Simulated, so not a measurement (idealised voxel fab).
Name of the process module below: voxel self aligned vias
The cross-section on display is named cut; it measures 290 nm wide, and its cells are 5 nm squares.
Cross-section = grid of square cells, listed top down in bands; band = one or more rows.
Heights first: top, then bottom, in nm. Then materials, left to right, each with a width in nm. "everywhere" on a single material: fills the band edge to edge. "air": empty space.
All heights in this document are referenced to 0, defined as the level beneath which the wafer, as received, consists entirely of one material. The lowest band is not bounded below; it extends indefinitely downward and is written in the form "z 0 and below".
Think of "30->40" as a width that walks from the first number to the second as you go down the band, top row to bottom row, taking equal-sized steps from row to row.
For the purposes of this document, the phrase "nothing changed" attached to a step denotes that no cell within the cross-section was modified by that step.
Closed-off voids of 8+ cells (no open route to the top) go in "Closed voids list", written width x height at distance from the left edge, in nm.
What comes after the settings on a step's line is commentary from the simulator itself on that step.
Among the settings permitted on a step's line is "overlay nm"; applied to a step with a mask, it specifies the extent to which the mask lay to the right of its planned position, whereas a negative figure signifies a position to the left.

## plan
- 1: RECEIVE [material Si]
- 2: CONFORMAL_DEP [material SiO2] [thk nm 15]
- 3: CONFORMAL_DEP [material SiCN] [thk nm 5]
- 4: DIRECTIONAL_DEP [material SiO2] [thk nm 20]
- 5: MASKED_ETCH [tone open] [mask id LINES] [width nm 30] [pitch nm 65] [etch materials SiO2] [depth nm 20] [overlay nm 0]
- 6: CONFORMAL_DEP [material TiN] [thk nm 5]
- 7: FILL_DEP [material Ru] [thk nm 10]
- 8: CMP [height nm 40]
- 9: SELECTIVE_ETCH [etch materials W Ru TiN] [depth nm 5]
- 10: FILL_DEP [material SiN] [thk nm 10]
- 11: CMP [height nm 40]
- 12: DIRECTIONAL_DEP [material SiO2] [thk nm 15]
- 13: DIRECTIONAL_DEP [material aC] [thk nm 10]
- 14: PATTERN [tone open] [mask id VIAS] [material resist] [width nm 40] [pitch nm 130] [thk nm 30] [overlay nm 0]
- 15: DIRECTIONAL_ETCH [etch materials aC] [depth nm 10]
- 16: STRIP [etch materials resist]
- 17: DIRECTIONAL_ETCH [etch materials SiO2] [depth nm 15]
- 18: DIRECTIONAL_ETCH [etch materials SiN] [depth nm 5]
- 19: STRIP [etch materials aC]
- 20: CONFORMAL_DEP [material TiN] [thk nm 5]
- 21: FILL_DEP [material W] [thk nm 10]
- 22: CMP [height nm 55]
- 23: CONFORMAL_DEP [material SiCN] [thk nm 5]

## The cross-section here shows the wafer as received, i.e. in its state after step 1
> z 0 and below = Si everywhere
> Closed voids list: none

## First of two wafers at the end of the module, shown in cross-section; run carried out as planned
> z 60 to 55 = SiCN everywhere
> z 55 to 45 = 60 nm SiO2; 5 nm TiN; 30 nm W; 5 nm TiN; 90 nm SiO2; 5 nm TiN; 30 nm W; 5 nm TiN; 60 nm SiO2
> z 45 to 40 = 60 nm SiO2; 10 nm TiN; 20 nm W; 10 nm TiN; 90 nm SiO2; 10 nm TiN; 20 nm W; 10 nm TiN; 60 nm SiO2
> z 40 to 35 = 65 nm SiO2; 30 nm TiN; 35 nm SiO2; 30 nm SiN; 35 nm SiO2; 30 nm TiN; 65 nm SiO2
> z 35 to 25 = 65 nm SiO2; 5 nm TiN; 20 nm Ru; 5 nm TiN; 35 nm SiO2; 5 nm TiN; 20 nm Ru; 5 nm TiN; 35 nm SiO2; 5 nm TiN; 20 nm Ru; 5 nm TiN; 65 nm SiO2
> z 25 to 20 = 65 nm SiO2; 30 nm TiN; 35 nm SiO2; 30 nm TiN; 35 nm SiO2; 30 nm TiN; 65 nm SiO2
> z 20 to 15 = SiCN everywhere
> z 15 to 0 = SiO2 everywhere
> z 0 and below = Si everywhere
> Closed voids list: none

## Here is the second of the two wafers cut open at the end of the module - same start, same plan as the first one, but we made one mistake running it
> z 60 to 55 = SiCN everywhere
> z 55 to 45 = 60 nm SiO2; 5 nm TiN; 30 nm W; 5 nm TiN; 90 nm SiO2; 5 nm TiN; 30 nm W; 5 nm TiN; 60 nm SiO2
> z 45 to 40 = 60 nm SiO2; 40 nm TiN; 90 nm SiO2; 40 nm TiN; 60 nm SiO2
> z 40 to 35 = 65 nm SiO2; 30 nm Ru; 35 nm SiO2; 30 nm Ru; 35 nm SiO2; 30 nm Ru; 65 nm SiO2
> z 35 to 25 = 65 nm SiO2; 5 nm TiN; 20 nm Ru; 5 nm TiN; 35 nm SiO2; 5 nm TiN; 20 nm Ru; 5 nm TiN; 35 nm SiO2; 5 nm TiN; 20 nm Ru; 5 nm TiN; 65 nm SiO2
> z 25 to 20 = 65 nm SiO2; 30 nm TiN; 35 nm SiO2; 30 nm TiN; 35 nm SiO2; 30 nm TiN; 65 nm SiO2
> z 20 to 15 = SiCN everywhere
> z 15 to 0 = SiO2 everywhere
> z 0 and below = Si everywhere
> Closed voids list: none
Which mistake was made when the wafer was run? so step 10 ended up running with a different setting than we planned, it ran as FILL_DEP [material Ru] [thk nm 10]
Final difference in cells, second wafer against first, listed per material as more or fewer: Ru +18 | SiN -6 | TiN -4 | W -8
